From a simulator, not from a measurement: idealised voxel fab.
Proc. module: voxel transistor to metal
Cross-sectional view cut (width: 300 nm; square cell size: 5 nm).
Reading order for cross-sections: top band down to bottom band. Underlying form: a grid of square cells. Band size: one or more rows of cells. Within each band entry, the heights of the top and of the bottom of the band appear first, in that order and in nm; the materials of the band then follow from left to right, each with its corresponding width in nm. The designation "full width" on a single material indicates that it fills the band from edge to edge; the designation "blank" indicates empty space. Height datum 0, below which the as-received substrate wafer is one material. Lowest band open at the bottom, running downward: "0 and below". Width spec "30 to 40" -> top row of cells at first value, bottom row at second value, equal per-row change in between. No cell of the cross-section changed in a step that is given as "stayed the same". Closed-off voids of 8+ cells (no open route to the top) go in "Enclosed cavities", written width x height at distance from the left edge, in nm. after a step's settings: what the simulator itself notes on the step. You can add "overlay nm" to a step's line. For a step with a mask, it describes how far the mask lay to the right of its planned position, and a negative number describes a lay to the left. In what follows, pairs of cross-sections are presented, each taken before and after one process step, with the after cross-section shown only down to the lowest band that was altered; the step, together with its settings, is stated below the pair. The pairs may stem from different runs of this module on the same starting wafer; accordingly, a pair should be taken as continuing from the one above it solely where its entry headed "Prior state" indicates as much.
Prior state:
> 20 down to 10 | SiO2 full width
> 10 down to 0 | HfO2 full width
> 0 down to -5 | SiO2 full width
> -5 and below | Si full width
> Enclosed cavities: none
Cross-Section After Step:
> 30 down to 20 | aC full width
> At heights below 20, the structure remains unaltered.
> Enclosed cavities: none
The before and after cross-sections above differ by one step: DIRECTIONAL_DEP (material aC; thk nm 10)
Prior state: it's just the after picture from the pair right above this one.
Cross-Section After Step:
> 60 down to 30 | resist 50, blank 15, resist 55, blank 15, resist 30, blank 15, resist 55, blank 15, resist 50
> At heights below 30, the structure remains unaltered.
> Enclosed cavities: none
The before and after cross-sections above differ by one step: PATTERN (tone open; mask id CONTACT; material resist; width nm 15; thk nm 30; overlay nm 0)
Prior state: it's just the after picture from the pair right above this one.
Cross-Section After Step:
> 50 down to 30 | resist 50, blank 15, resist 55, blank 15, resist 30, blank 15, resist 55, blank 15, resist 50
> 30 down to 20 | aC 50, blank 15, aC 55, blank 15, aC 30, blank 15, aC 55, blank 15, aC 50
> At heights below 20, the structure remains unaltered.
> Enclosed cavities: none
The before and after cross-sections above differ by one step: DIRECTIONAL_ETCH (etch materials aC; depth nm 10)
Prior state: it's just the after picture from the pair right above this one.
Cross-Section After Step:
> 30 down to 20 | aC 50, blank 15, aC 55, blank 15, aC 30, blank 15, aC 55, blank 15, aC 50
> At heights below 20, the structure remains unaltered.
> Enclosed cavities: none
The before and after cross-sections above differ by one step: STRIP (etch materials resist)
Prior state: it's just the after picture from the pair right above this one.
Cross-Section After Step:
> 30 down to 20 | aC 50, blank 15, aC 55, blank 15, aC 30, blank 15, aC 55, blank 15, aC 50
> 20 down to 10 | SiO2 50, blank 15, SiO2 55, blank 15, SiO2 30, blank 15, SiO2 55, blank 15, SiO2 50
> At heights below 10, the structure remains unaltered.
> Enclosed cavities: none
The before and after cross-sections above differ by one step: DIRECTIONAL_ETCH (etch materials SiO2; depth nm 25)
Prior state: it's just the after picture from the pair right above this one.
Cross-Section After Step:
> 20 down to 10 | SiO2 50, blank 15, SiO2 55, blank 15, SiO2 30, blank 15, SiO2 55, blank 15, SiO2 50
> At heights below 10, the structure remains unaltered.
> Enclosed cavities: none
The before and after cross-sections above differ by one step: STRIP (etch materials aC)
Prior state: it's just the after picture from the pair right above this one.
Cross-Section After Step:
> 25 down to 20 | TiN 55, blank 5, TiN 65, blank 5, TiN 40, blank 5, TiN 65, blank 5, TiN 55
> 20 down to 15 | SiO2 50, TiN 5, blank 5, TiN 5, SiO2 55, TiN 5, blank 5, TiN 5, SiO2 30, TiN 5, blank 5, TiN 5, SiO2 55, TiN 5, blank 5, TiN 5, SiO2 50
> 15 down to 10 | SiO2 50, TiN 15, SiO2 55, TiN 15, SiO2 30, TiN 15, SiO2 55, TiN 15, SiO2 50
> At heights below 10, the structure remains unaltered.
> Enclosed cavities: none
The before and after cross-sections above differ by one step: CONFORMAL_DEP (material TiN; thk nm 5)
Prior state: it's just the after picture from the pair right above this one.
Cross-Section After Step:
> 30 down to 25 | Ru full width
> 25 down to 20 | TiN 55, Ru 5, TiN 65, Ru 5, TiN 40, Ru 5, TiN 65, Ru 5, TiN 55
> 20 down to 15 | SiO2 50, TiN 5, Ru 5, TiN 5, SiO2 55, TiN 5, Ru 5, TiN 5, SiO2 30, TiN 5, Ru 5, TiN 5, SiO2 55, TiN 5, Ru 5, TiN 5, SiO2 50
> At heights below 15, the structure remains unaltered.
> Enclosed cavities: none
The before and after cross-sections above differ by one step: FILL_DEP (material Ru; thk nm 5)
Prior state: it's just the after picture from the pair right above this one.
Cross-Section After Step:
> 20 down to 15 | SiO2 50, TiN 5, Ru 5, TiN 5, SiO2 55, TiN 5, Ru 5, TiN 5, SiO2 30, TiN 5, Ru 5, TiN 5, SiO2 55, TiN 5, Ru 5, TiN 5, SiO2 50
> At heights below 15, the structure remains unaltered.
> Enclosed cavities: none
The before and after cross-sections above differ by one step: CMP (height nm 20)
Prior state: it's just the after picture from the pair right above this one.
Cross-Section After Step:
> 25 down to 20 | SiN full width
> At heights below 20, the structure remains unaltered.
> Enclosed cavities: none
The before and after cross-sections above differ by one step: CONFORMAL_DEP (material SiN; thk nm 5)
Prior state: it's just the after picture from the pair right above this one.
Cross-Section After Step:
> 50 down to 25 | SiO2 full width
> At heights below 25, the structure remains unaltered.
> Enclosed cavities: none
The before and after cross-sections above differ by one step: DIRECTIONAL_DEP (material SiO2; thk nm 25)
Prior state: it's just the after picture from the pair right above this one.
Cross-Section After Step:
> 50 down to 25 | SiO2 50, blank 15, SiO2 55, blank 15, SiO2 30, blank 15, SiO2 55, blank 15, SiO2 50
> At heights below 25, the structure remains unaltered.
> Enclosed cavities: none
The before and after cross-sections above differ by one step: MASKED_ETCH (tone open; mask id METAL_1; width nm 15; etch materials SiO2; depth nm 25; overlay nm 0)
Prior state: it's just the after picture from the pair right above this one.
Cross-Section After Step:
> 50 down to 25 | SiO2 50, blank 15, SiO2 55, blank 15, SiO2 30, blank 15, SiO2 55, blank 15, SiO2 50
> 25 down to 20 | SiN 50, blank 15, SiN 55, blank 15, SiN 30, blank 15, SiN 55, blank 15, SiN 50
> At heights below 20, the structure remains unaltered.
> Enclosed cavities: none
The before and after cross-sections above differ by one step: MASKED_ETCH (tone open; mask id METAL_1; width nm 15; etch materials SiN; depth nm 5; overlay nm 0)
Prior state: it's just the after picture from the pair right above this one.
Cross-Section After Step:
> 55 down to 50 | TiN 55, blank 5, TiN 65, blank 5, TiN 40, blank 5, TiN 65, blank 5, TiN 55
> 50 down to 25 | SiO2 50, TiN 5, blank 5, TiN 5, SiO2 55, TiN 5, blank 5, TiN 5, SiO2 30, TiN 5, blank 5, TiN 5, SiO2 55, TiN 5, blank 5, TiN 5, SiO2 50
> 25 down to 20 | SiN 50, TiN 15, SiN 55, TiN 15, SiN 30, TiN 15, SiN 55, TiN 15, SiN 50
> At heights below 20, the structure remains unaltered.
> Enclosed cavities: none
The before and after cross-sections above differ by one step: CONFORMAL_DEP (material TiN; thk nm 5)
Prior state: it's just the after picture from the pair right above this one.
Cross-Section After Step:
> 65 down to 55 | Ru full width
> 55 down to 50 | TiN 55, Ru 5, TiN 65, Ru 5, TiN 40, Ru 5, TiN 65, Ru 5, TiN 55
> 50 down to 25 | SiO2 50, TiN 5, Ru 5, TiN 5, SiO2 55, TiN 5, Ru 5, TiN 5, SiO2 30, TiN 5, Ru 5, TiN 5, SiO2 55, TiN 5, Ru 5, TiN 5, SiO2 50
> At heights below 25, the structure remains unaltered.
> Enclosed cavities: none
The before and after cross-sections above differ by one step: FILL_DEP (material Ru; thk nm 10)
Prior state: it's just the after picture from the pair right above this one.
Cross-Section After Step:
> 50 down to 25 | SiO2 50, TiN 5, Ru 5, TiN 5, SiO2 55, TiN 5, Ru 5, TiN 5, SiO2 30, TiN 5, Ru 5, TiN 5, SiO2 55, TiN 5, Ru 5, TiN 5, SiO2 50
> At heights below 25, the structure remains unaltered.
> Enclosed cavities: none
The before and after cross-sections above differ by one step: CMP (height nm 50)
Prior state: it's just the after picture from the pair right above this one.
Cross-Section After Step:
> 55 down to 50 | SiCN full width
> At heights below 50, the structure remains unaltered.
> Enclosed cavities: none
The before and after cross-sections above differ by one step: CONFORMAL_DEP (material SiCN; thk nm 5)
Prior state: it's just the after picture from the pair right above this one.
Cross-Section After Step:
> 85 down to 55 | lowk full width
> At heights below 55, the structure remains unaltered.
> Enclosed cavities: none
The before and after cross-sections above differ by one step: DIRECTIONAL_DEP (material lowk; thk nm 30)
Prior state: it's just the after picture from the pair right above this one.
Cross-Section After Step:
> 95 down to 85 | aC full width
> At heights below 85, the structure remains unaltered.
> Enclosed cavities: none
The before and after cross-sections above differ by one step: DIRECTIONAL_DEP (material aC; thk nm 10)
Prior state: it's just the after picture from the pair right above this one.
Cross-Section After Step:
> 120 down to 95 | resist 50, blank 15, resist 100, blank 15, resist 120
> At heights below 95, the structure remains unaltered.
> Enclosed cavities: none
The before and after cross-sections above differ by one step: PATTERN (tone open; mask id METAL_2; material resist; width nm 15; pitch nm 115; thk nm 25; overlay nm 0)
Prior state: it's just the after picture from the pair right above this one.
Cross-Section After Step:
> 110 down to 95 | resist 50, blank 15, resist 100, blank 15, resist 120
> 95 down to 85 | aC 50, blank 15, aC 100, blank 15, aC 120
> At heights below 85, the structure remains unaltered.
> Enclosed cavities: none
The before and after cross-sections above differ by one step: DIRECTIONAL_ETCH (etch materials aC; depth nm 10)
Prior state: it's just the after picture from the pair right above this one.
Cross-Section After Step:
> 95 down to 85 | aC 50, blank 15, aC 100, blank 15, aC 120
> At heights below 85, the structure remains unaltered.
> Enclosed cavities: none
The before and after cross-sections above differ by one step: STRIP (etch materials resist)
Prior state: it's just the after picture from the pair right above this one.
Cross-Section After Step:
> 95 down to 85 | aC 50, blank 15, aC 100, blank 15, aC 120
> 85 down to 65 | lowk 50, blank 15, lowk 100, blank 15, lowk 120
> At heights below 65, the structure remains unaltered.
> Enclosed cavities: none
The before and after cross-sections above differ by one step: DIRECTIONAL_ETCH (etch materials lowk; depth nm 20)
Prior state: it's just the after picture from the pair right above this one.
Cross-Section After Step:
> 85 down to 65 | lowk 50, blank 15, lowk 100, blank 15, lowk 120
> At heights below 65, the structure remains unaltered.
> Enclosed cavities: none
The before and after cross-sections above differ by one step: STRIP (etch materials aC)
Prior state: it's just the after picture from the pair right above this one.
Cross-Section After Step:
> 100 down to 85 | aC 50, blank 15, aC 100, blank 15, aC 120
> 85 down to 80 | lowk 50, blank 15, lowk 100, blank 15, lowk 120
> 80 down to 65 | lowk 50, aC 15, lowk 100, aC 15, lowk 120
> At heights below 65, the structure remains unaltered.
> Enclosed cavities: none
The before and after cross-sections above differ by one step: DIRECTIONAL_DEP (material aC; thk nm 15)
Prior state: it's just the after picture from the pair right above this one.
Cross-Section After Step:
> 130 down to 100 | resist 50, blank 15, resist 100, blank 15, resist 120
> At heights below 100, the structure remains unaltered.
> Enclosed cavities: none
The before and after cross-sections above differ by one step: PATTERN (tone open; mask id METAL_2_HOLES; material resist; width nm 15; pitch nm 115; thk nm 30; overlay nm 0)
Prior state: it's just the after picture from the pair right above this one.
Cross-Section After Step:
> 115 down to 100 | resist 50, blank 15, resist 100, blank 15, resist 120
> 100 down to 85 | aC 50, blank 15, aC 100, blank 15, aC 120
> 85 down to 65 | lowk 50, blank 15, lowk 100, blank 15, lowk 120
> At heights below 65, the structure remains unaltered.
> Enclosed cavities: none
The before and after cross-sections above differ by one step: DIRECTIONAL_ETCH (etch materials aC; depth nm 15)
Prior state: it's just the after picture from the pair right above this one.
Cross-Section After Step:
> 100 down to 85 | aC 50, blank 15, aC 100, blank 15, aC 120
> At heights below 85, the structure remains unaltered.
> Enclosed cavities: none
The before and after cross-sections above differ by one step: STRIP (etch materials resist)
Prior state: it's just the after picture from the pair right above this one.
Cross-Section After Step:
> 100 down to 85 | aC 50, blank 15, aC 100, blank 15, aC 120
> 85 down to 55 | lowk 50, blank 15, lowk 100, blank 15, lowk 120
> At heights below 55, the structure remains unaltered.
> Enclosed cavities: none
The before and after cross-sections above differ by one step: DIRECTIONAL_ETCH (etch materials lowk; depth nm 10)
Prior state: it's just the after picture from the pair right above this one.
Cross-Section After Step:
> 100 down to 85 | aC 50, blank 15, aC 100, blank 15, aC 120
> 85 down to 55 | lowk 50, blank 15, lowk 100, blank 15, lowk 120
> 55 down to 50 | SiCN 50, blank 15, SiCN 100, blank 15, SiCN 120
> At heights below 50, the structure remains unaltered.
> Enclosed cavities: none
The before and after cross-sections above differ by one step: DIRECTIONAL_ETCH (etch materials SiCN; depth nm 5)
Prior state: it's just the after picture from the pair right above this one.
Cross-Section After Step:
> 85 down to 55 | lowk 50, blank 15, lowk 100, blank 15, lowk 120
> At heights below 55, the structure remains unaltered.
> Enclosed cavities: none
The before and after cross-sections above differ by one step: STRIP (etch materials aC)
Prior state: it's just the after picture from the pair right above this one.
Cross-Section After Step:
> 90 down to 85 | TiN 55, blank 5, TiN 110, blank 5, TiN 125
> 85 down to 55 | lowk 50, TiN 5, blank 5, TiN 5, lowk 100, TiN 5, blank 5, TiN 5, lowk 120
> 55 down to 50 | SiCN 50, TiN 15, SiCN 100, TiN 15, SiCN 120
> At heights below 50, the structure remains unaltered.
> Enclosed cavities: none
The before and after cross-sections above differ by one step: CONFORMAL_DEP (material TiN; thk nm 5)
Prior state: it's just the after picture from the pair right above this one.
Cross-Section After Step:
> 100 down to 90 | Ru full width
> 90 down to 85 | TiN 55, Ru 5, TiN 110, Ru 5, TiN 125
> 85 down to 55 | lowk 50, TiN 5, Ru 5, TiN 5, lowk 100, TiN 5, Ru 5, TiN 5, lowk 120
> At heights below 55, the structure remains unaltered.
> Enclosed cavities: none
The before and after cross-sections above differ by one step: FILL_DEP (material Ru; thk nm 10)
Prior state: it's just the after picture from the pair right above this one.
Cross-Section After Step:
> 85 down to 55 | lowk 50, TiN 5, Ru 5, TiN 5, lowk 100, TiN 5, Ru 5, TiN 5, lowk 120
> At heights below 55, the structure remains unaltered.
> Enclosed cavities: none
The before and after cross-sections above differ by one step: CMP (height nm 85)
Prior state: it's just the after picture from the pair right above this one.
Cross-Section After Step:
> 90 down to 85 | SiN full width
> At heights below 85, the structure remains unaltered.
> Enclosed cavities: none
The before and after cross-sections above differ by one step: CONFORMAL_DEP (material SiN; thk nm 5)
Prior state:
> 95 down to 85 | aC full width
> 85 down to 55 | lowk full width
> 55 down to 50 | SiCN full width
> 50 down to 25 | SiO2 50, TiN 5, Ru 5, TiN 5, SiO2 55, TiN 5, Ru 5, TiN 5, SiO2 30, TiN 5, Ru 5, TiN 5, SiO2 55, TiN 5, Ru 5, TiN 5, SiO2 50
> 25 down to 20 | SiN 50, TiN 15, SiN 55, TiN 15, SiN 30, TiN 15, SiN 55, TiN 15, SiN 50
> 20 down to 10 | SiO2 50, TiN 5, Ru 5, TiN 5, SiO2 55, TiN 5, Ru 5, TiN 5, SiO2 30, TiN 5, Ru 5, TiN 5, SiO2 55, TiN 5, Ru 5, TiN 5, SiO2 50
> 10 down to 0 | SiO2 50, TiN 5, Ru 5, TiN 5, SiO2 10, SiN 5, HfO2 5, TiN 5, W 5, TiN 5, HfO2 5, SiN 5, SiO2 10, TiN 5, Ru 5, TiN 5, SiO2 30, TiN 5, Ru 5, TiN 5, SiO2 10, SiN 5, HfO2 5, TiN 5, W 5, TiN 5, HfO2 5, SiN 5, SiO2 10, TiN 5, Ru 5, TiN 5, SiO2 50
> 0 down to -5 | SiO2 40, SiN 5, SiO2 5, TiN 15, SiO2 10, SiN 5, HfO2 5, TiN 15, HfO2 5, SiN 5, SiO2 10, TiN 15, SiO2 5, SiN 5, SiO2 10, SiN 5, SiO2 5, TiN 15, SiO2 10, SiN 5, HfO2 5, TiN 15, HfO2 5, SiN 5, SiO2 10, TiN 15, SiO2 5, SiN 5, SiO2 40
> -5 down to -10 | SiO2 45, SiGe 30, HfO2 35, SiGe 30, SiO2 20, SiGe 30, HfO2 35, SiGe 30, SiO2 45
> -10 down to -40 | SiO2 45, Si 95, SiO2 20, Si 95, SiO2 45
> -40 and below | Si full width
> Enclosed cavities: none
Cross-Section After Step:
> 120 down to 95 | blank 50, resist 15, blank 100, resist 15, blank 120
> At heights below 95, the structure remains unaltered.
> Enclosed cavities: none
The before and after cross-sections above differ by one step: PATTERN (tone cover; mask id METAL_2; material resist; width nm 15; pitch nm 115; thk nm 25; overlay nm 0)
Prior state: it's just the after picture from the pair right above this one.
Cross-Section After Step:
> 110 down to 95 | blank 50, resist 15, blank 100, resist 15, blank 120
> 95 down to 85 | blank 50, aC 15, blank 100, aC 15, blank 120
> At heights below 85, the structure remains unaltered.
> Enclosed cavities: none
The before and after cross-sections above differ by one step: DIRECTIONAL_ETCH (etch materials aC; depth nm 10)
Prior state: it's just the after picture from the pair right above this one.
Cross-Section After Step:
> 95 down to 85 | blank 50, aC 15, blank 100, aC 15, blank 120
> At heights below 85, the structure remains unaltered.
> Enclosed cavities: none
The before and after cross-sections above differ by one step: STRIP (etch materials resist)
Prior state: it's just the after picture from the pair right above this one.
Cross-Section After Step:
> 95 down to 85 | blank 50, aC 15, blank 100, aC 15, blank 120
> 85 down to 65 | blank 50, lowk 15, blank 100, lowk 15, blank 120
> At heights below 65, the structure remains unaltered.
> Enclosed cavities: none
The before and after cross-sections above differ by one step: DIRECTIONAL_ETCH (etch materials lowk; depth nm 20)
Prior state: it's just the after picture from the pair right above this one.
Cross-Section After Step:
> 85 down to 65 | blank 50, lowk 15, blank 100, lowk 15, blank 120
> At heights below 65, the structure remains unaltered.
> Enclosed cavities: none
The before and after cross-sections above differ by one step: STRIP (etch materials aC)
Prior state: it's just the after picture from the pair right above this one.
Cross-Section After Step:
> 100 down to 85 | blank 50, aC 15, blank 100, aC 15, blank 120
> 85 down to 80 | blank 50, lowk 15, blank 100, lowk 15, blank 120
> 80 down to 65 | aC 50, lowk 15, aC 100, lowk 15, aC 120
> At heights below 65, the structure remains unaltered.
> Enclosed cavities: none
The before and after cross-sections above differ by one step: DIRECTIONAL_DEP (material aC; thk nm 15)
Prior state: it's just the after picture from the pair right above this one.
Cross-Section After Step:
> 130 down to 100 | resist 50, blank 15, resist 100, blank 15, resist 120
> 100 down to 85 | resist 50, aC 15, resist 100, aC 15, resist 120
> 85 down to 80 | resist 50, lowk 15, resist 100, lowk 15, resist 120
> At heights below 80, the structure remains unaltered.
> Enclosed cavities: none
The before and after cross-sections above differ by one step: PATTERN (tone open; mask id METAL_2_HOLES; material resist; width nm 15; pitch nm 115; thk nm 30; overlay nm 0)
Prior state: it's just the after picture from the pair right above this one.
Cross-Section After Step:
> 115 down to 85 | resist 50, blank 15, resist 100, blank 15, resist 120
> At heights below 85, the structure remains unaltered.
> Enclosed cavities: none
The before and after cross-sections above differ by one step: DIRECTIONAL_ETCH (etch materials aC; depth nm 15)
Prior state: it's just the after picture from the pair right above this one.
Cross-Section After Step:
> 85 down to 80 | blank 50, lowk 15, blank 100, lowk 15, blank 120
> At heights below 80, the structure remains unaltered.
> Enclosed cavities: none
The before and after cross-sections above differ by one step: STRIP (etch materials resist)
Prior state: it's just the after picture from the pair right above this one.
Cross-Section After Step:
> 80 down to 75 | aC 50, blank 15, aC 100, blank 15, aC 120
> At heights below 75, the structure remains unaltered.
> Enclosed cavities: none
The before and after cross-sections above differ by one step: DIRECTIONAL_ETCH (etch materials lowk; depth nm 10)
Prior state: it's just the after picture from the pair right above this one.
Cross-Section After Step:
> 75 down to 65 | blank 50, lowk 15, blank 100, lowk 15, blank 120
> At heights below 65, the structure remains unaltered.
> Enclosed cavities: none
The before and after cross-sections above differ by one step: STRIP (etch materials aC)
Prior state: it's just the after picture from the pair right above this one.
Cross-Section After Step:
> 80 down to 75 | blank 45, TiN 25, blank 90, TiN 25, blank 115
> 75 down to 70 | blank 45, TiN 5, lowk 15, TiN 5, blank 90, TiN 5, lowk 15, TiN 5, blank 115
> 70 down to 65 | TiN 50, lowk 15, TiN 100, lowk 15, TiN 120
> At heights below 65, the structure remains unaltered.
> Enclosed cavities: none
The before and after cross-sections above differ by one step: CONFORMAL_DEP (material TiN; thk nm 5)
Prior state: it's just the after picture from the pair right above this one.
Cross-Section After Step:
> 90 down to 80 | Ru full width
> 80 down to 75 | Ru 45, TiN 25, Ru 90, TiN 25, Ru 115
> 75 down to 70 | Ru 45, TiN 5, lowk 15, TiN 5, Ru 90, TiN 5, lowk 15, TiN 5, Ru 115
> At heights below 70, the structure remains unaltered.
> Enclosed cavities: none
The before and after cross-sections above differ by one step: FILL_DEP (material Ru; thk nm 10)
Prior state: it's just the after picture from the pair right above this one.
Cross-Section After Step:
> 85 down to 80 | Ru full width
> At heights below 80, the structure remains unaltered.
> Enclosed cavities: none
The before and after cross-sections above differ by one step: CMP (height nm 85)
Prior state: it's just the after picture from the pair right above this one.
Cross-Section After Step:
> 90 down to 85 | SiN full width
> At heights below 85, the structure remains unaltered.
> Enclosed cavities: none
The before and after cross-sections above differ by one step: CONFORMAL_DEP (material SiN; thk nm 5)
